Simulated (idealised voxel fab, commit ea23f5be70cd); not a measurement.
process module | voxel fin reveal
cross-section cut | 270 nm wide | cells 5 nm
A cross-section is a grid of square cells, given in bands from the top down. A band is one or more rows of cells.
Each band's line starts with the height of the band's top and of its bottom, in nm. Then come its materials from left to right, each with its width in nm. One material with "throughout" fills the band from edge to edge. "air" is empty space.
Height 0 is the level under which the wafer as received is all one material. The lowest band goes on downwards, as in "0 down".
A width such as "30 to 40" changes by the same amount from each row of cells to the next, from the band's top row to its bottom row.
"no change" after a step means that no cell of the cross-section changed.
closed voids: empty space of 8 cells or more with no open way to the top, each as width x height at its distance from the left edge, in nm
after a step's settings: what the simulator itself notes on the step
overlay nm, on a step with a mask: how far to the right of its planned place the mask lay; to the left if negative
plan
1 op RECEIVE | material Si
2 op CONFORMAL_DEP | material SiN | thk nm 10
3 op MASKED_ETCH | tone cover | mask id FINS | width nm 15 | pitch nm 40 | etch materials SiN | depth nm 10 | overlay nm 0
4 op MASKED_ETCH | tone cover | mask id FINS | width nm 15 | pitch nm 40 | etch materials Si | depth nm 30 | overlay nm 0
5 op OXIDIZE | depth nm 5
6 op FILL_DEP | material SiO2 | thk nm 5
7 op CMP | height nm 10
8 op SELECTIVE_ETCH | etch materials SiO2 | depth nm 30
9 op STRIP | etch materials SiN
10 op CONFORMAL_DEP | material HfO2 | thk nm 5
as received, after step 1
  0 down: Si throughout
  closed voids: none
a wafer at the end: this start, this plan, one mistake
  5 to 0: air 105 | HfO2 15 | air 25 | HfO2 15 | air 110
  0 to -15: air 105 | HfO2 5 | Si 5 | HfO2 5 | air 25 | HfO2 5 | Si 5 | HfO2 5 | air 110
  -15 to -20: HfO2 80 | air 25 | HfO2 5 | Si 5 | HfO2 5 | air 25 | HfO2 5 | Si 5 | HfO2 5 | air 25 | HfO2 85
  -20 to -25: SiO2 75 | HfO2 5 | air 25 | HfO2 5 | Si 5 | HfO2 5 | air 25 | HfO2 5 | Si 5 | HfO2 5 | air 25 | HfO2 5 | SiO2 80
  -25 to -30: SiO2 75 | HfO2 35 | Si 5 | HfO2 35 | Si 5 | HfO2 35 | SiO2 80
  -30 to -35: SiO2 110 | Si 5 | SiO2 35 | Si 5 | SiO2 115
  -35 down: Si throughout
  closed voids: none
what went wrong: steps 8 and 9 were swapped
